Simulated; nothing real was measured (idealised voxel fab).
process module | voxel fin reveal
cross-section cut | 220 nm wide | cells 5 nm
A cross-section is a grid of square cells, given in bands from the top down. A band is one or more rows of cells.
Each band's line starts with the height of the band's top and of its bottom, in nm. Then come its materials from left to right, each with its width in nm. One material with "throughout" fills the band from edge to edge. "air" is empty space.
Height 0 is the level under which the wafer as received is all one material. The lowest band goes on downwards, as in "0 down".
A width such as "30 to 40" changes by the same amount from each row of cells to the next, from the band's top row to its bottom row.
"no change" after a step means that no cell of the cross-section changed.
closed voids: empty space of 8 cells or more with no open way to the top, each as width x height at its distance from the left edge, in nm
after a step's settings: what the simulator itself notes on the step
overlay nm, on a step with a mask: how far to the right of its planned place the mask lay; to the left if negative
plan
1 op RECEIVE | material Si
2 op CONFORMAL_DEP | material SiN | thk nm 10
3 op PATTERN | tone cover | mask id FINS | material resist | width nm 15 | pitch nm 35 | thk nm 20 | overlay nm 0
4 op DIRECTIONAL_ETCH | etch materials SiN | depth nm 10
5 op DIRECTIONAL_ETCH | etch materials Si | depth nm 30
6 op STRIP | etch materials resist
7 op FILL_DEP | material SiO2 | thk nm 15
8 op CMP | height nm 10
9 op SELECTIVE_ETCH | etch materials SiO2 | depth nm 25
10 op STRIP | etch materials SiN
first wafer, as planned
as received, after step 1
  0 down: Si throughout
  closed voids: none
after step 2
  10 to 0: SiN throughout
  below 0: unchanged
after step 3
  30 to 10: air 85 | resist 15 | air 20 | resist 15 | air 85
  below 10: unchanged
after step 4
  30 to 10: air 85 | resist 15 | air 20 | resist 15 | air 85
  10 to 0: air 85 | SiN 15 | air 20 | SiN 15 | air 85
  below 0: unchanged
after step 5
  30 to 10: air 85 | resist 15 | air 20 | resist 15 | air 85
  10 to 0: air 85 | SiN 15 | air 20 | SiN 15 | air 85
  0 to -30: air 85 | Si 15 | air 20 | Si 15 | air 85
  below -30: unchanged
after step 6
  10 to 0: air 85 | SiN 15 | air 20 | SiN 15 | air 85
  below 0: unchanged
after step 7
  25 to 10: SiO2 throughout
  10 to 0: SiO2 85 | SiN 15 | SiO2 20 | SiN 15 | SiO2 85
  0 to -30: SiO2 85 | Si 15 | SiO2 20 | Si 15 | SiO2 85
  below -30: unchanged
after step 8
  10 to 0: SiO2 85 | SiN 15 | SiO2 20 | SiN 15 | SiO2 85
  below 0: unchanged
after step 9
  10 to 0: air 85 | SiN 15 | air 20 | SiN 15 | air 85
  0 to -15: air 85 | Si 15 | air 20 | Si 15 | air 85
  below -15: unchanged
after step 10
  0 to -15: air 85 | Si 15 | air 20 | Si 15 | air 85
  below -15: unchanged
second wafer: like start, like plan, one mistake. Through step 4 it matches the first wafer
when step 5 should have ended
  30 to 10: air 85 | resist 15 | air 20 | resist 15 | air 85
  10 to 0: air 85 | SiN 15 | air 20 | SiN 15 | air 85
  0 to -35: air 85 | Si 15 | air 20 | Si 15 | air 85
  below -35: unchanged
when step 6 should have ended
  10 to 0: air 85 | SiN 15 | air 20 | SiN 15 | air 85
  below 0: unchanged
when step 7 should have ended
  25 to 10: SiO2 throughout
  10 to 0: SiO2 85 | SiN 15 | SiO2 20 | SiN 15 | SiO2 85
  0 to -35: SiO2 85 | Si 15 | SiO2 20 | Si 15 | SiO2 85
  below -35: unchanged
when step 8 should have ended
  10 to 0: SiO2 85 | SiN 15 | SiO2 20 | SiN 15 | SiO2 85
  below 0: unchanged
when step 9 should have ended
  10 to 0: air 85 | SiN 15 | air 20 | SiN 15 | air 85
  0 to -15: air 85 | Si 15 | air 20 | Si 15 | air 85
  below -15: unchanged
when step 10 should have ended
  0 to -15: air 85 | Si 15 | air 20 | Si 15 | air 85
  below -15: unchanged
what went wrong: step 5 ran as: op DIRECTIONAL_ETCH | etch materials Si | depth nm 35
at the end the second wafer has, in cells: 38 fewer of Si | 38 more of SiO2
